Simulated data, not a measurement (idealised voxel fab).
Documented hereafter: the process module known as voxel capacitor over wiring.
Cross-sectional view cut (width: 185 nm; square cell size: 5 nm).
Cross-section format: a grid of square cells, given as bands from top to bottom; each band is one or more rows of cells. Within each band entry, the heights of the top and of the bottom of the band appear first, in that order and in nm; the materials of the band then follow from left to right, each with its corresponding width in nm. The designation "full width" on a single material indicates that it fills the band from edge to edge; the designation "empty" indicates empty space. Height datum 0, below which the as-received substrate wafer is one material. Lowest band open at the bottom, running downward: "0 -> down". The width entry "30..40" should be interpreted row by row: the top row of cells in the band takes the first number, the bottom row takes the second number, and the change between adjacent rows is uniform throughout. The cross-section has no changed cell in any step marked "nothing different". For the entry "Fully sealed voids", the listed items are empty spaces with no open way to the top whose size is 8 cells or more; each item follows the pattern width x height at distance, where distance is from the left edge and all three are in nm. Note: text after step settings on the step line = simulator remark on that step. Steps that use a mask can have "overlay nm" on their line. It says how far the mask sat to the right of where it was meant to be. Negative means to the left.
These are the steps we planned for the process:
1,RECEIVE with material Si
2,CONFORMAL_DEP with material SiO2, thk nm 10
3,CONFORMAL_DEP with material SiCN, thk nm 5
4,DIRECTIONAL_DEP with material lowk, thk nm 15
5,MASKED_ETCH with tone open, mask id METAL_1, width nm 30, pitch nm 85, etch materials lowk, depth nm 15, overlay nm 0
6,MASKED_ETCH with tone open, mask id METAL_1, width nm 30, pitch nm 85, etch materials SiCN, depth nm 5, overlay nm 0
7,CONFORMAL_DEP with material TiN, thk nm 5
8,FILL_DEP with material Cu, thk nm 5
9,CMP with height nm 30
10,CONFORMAL_DEP with material SiCN, thk nm 5
11,DIRECTIONAL_DEP with material SiO2, thk nm 10
12,PATTERN with tone open, mask id PLUG_1, material resist, width nm 15, thk nm 20, overlay nm 0
13,DIRECTIONAL_ETCH with etch materials SiO2, depth nm 10
14,DIRECTIONAL_ETCH with etch materials SiCN, depth nm 5
15,STRIP with etch materials resist
16,CONFORMAL_DEP with material TiN, thk nm 5
17,FILL_DEP with material Cu, thk nm 5
18,CMP with height nm 45
19,DIRECTIONAL_DEP with material TiN, thk nm 5
20,DIRECTIONAL_DEP with material SiN, thk nm 5
21,DIRECTIONAL_DEP with material TiN, thk nm 5
22,PATTERN with tone cover, mask id UPPER_PLATE, material resist, width nm 60, thk nm 20, overlay nm 0
23,DIRECTIONAL_ETCH with etch materials TiN, depth nm 5
24,DIRECTIONAL_ETCH with etch materials SiN, depth nm 5
25,STRIP with etch materials resist
26,PATTERN with tone cover, mask id LOWER_PLATE, material resist, width nm 70, thk nm 20, overlay nm 0
27,DIRECTIONAL_ETCH with etch materials TiN, depth nm 5
28,STRIP with etch materials resist
29,FILL_DEP with material SiO2, thk nm 20
30,CMP with height nm 75
31,MASKED_ETCH with tone open, mask id PLUG_2, width nm 15, etch materials SiO2, depth nm 15, overlay nm 0
32,CONFORMAL_DEP with material TiN, thk nm 5
33,FILL_DEP with material Ru, thk nm 5
34,CMP with height nm 75
35,CONFORMAL_DEP with material SiCN, thk nm 5
Delivered wafer in cross-section: state after step 1:
	0 -> down | Si full width
	Fully sealed voids: none
Here's the wafer cut in cross-section after the module, started and planned just like above, except one thing was done wrong in the run:
	80 -> 75 | SiCN full width
	75 -> 65 | SiO2 (60), TiN (5), Ru (5), TiN (5), SiO2 (110)
	65 -> 55 | SiO2 (60..50), TiN (15..60), SiO2 (110..75)
	55 -> 50 | SiO2 (50), SiN (60), SiO2 (75)
	50 -> 45 | SiO2 (45), TiN (70), SiO2 (70)
	45 -> 35 | Cu (45), TiN (5), SiO2 (15), TiN (5), Cu (115)
	35 -> 30 | TiN (50), SiCN (15), TiN (120)
	30 -> 15 | lowk (35), TiN (5), Cu (20), TiN (5), lowk (55), TiN (5), Cu (20), TiN (5), lowk (35)
	15 -> 10 | SiCN (35), TiN (30), SiCN (55), TiN (30), SiCN (35)
	10 -> 0 | SiO2 full width
	0 -> down | Si full width
	Fully sealed voids: none
Deviation noted in wafer processing: step 12 was not run as planned; what actually ran was PATTERN with tone cover, mask id PLUG_1, material resist, width nm 15, thk nm 20, overlay nm 0
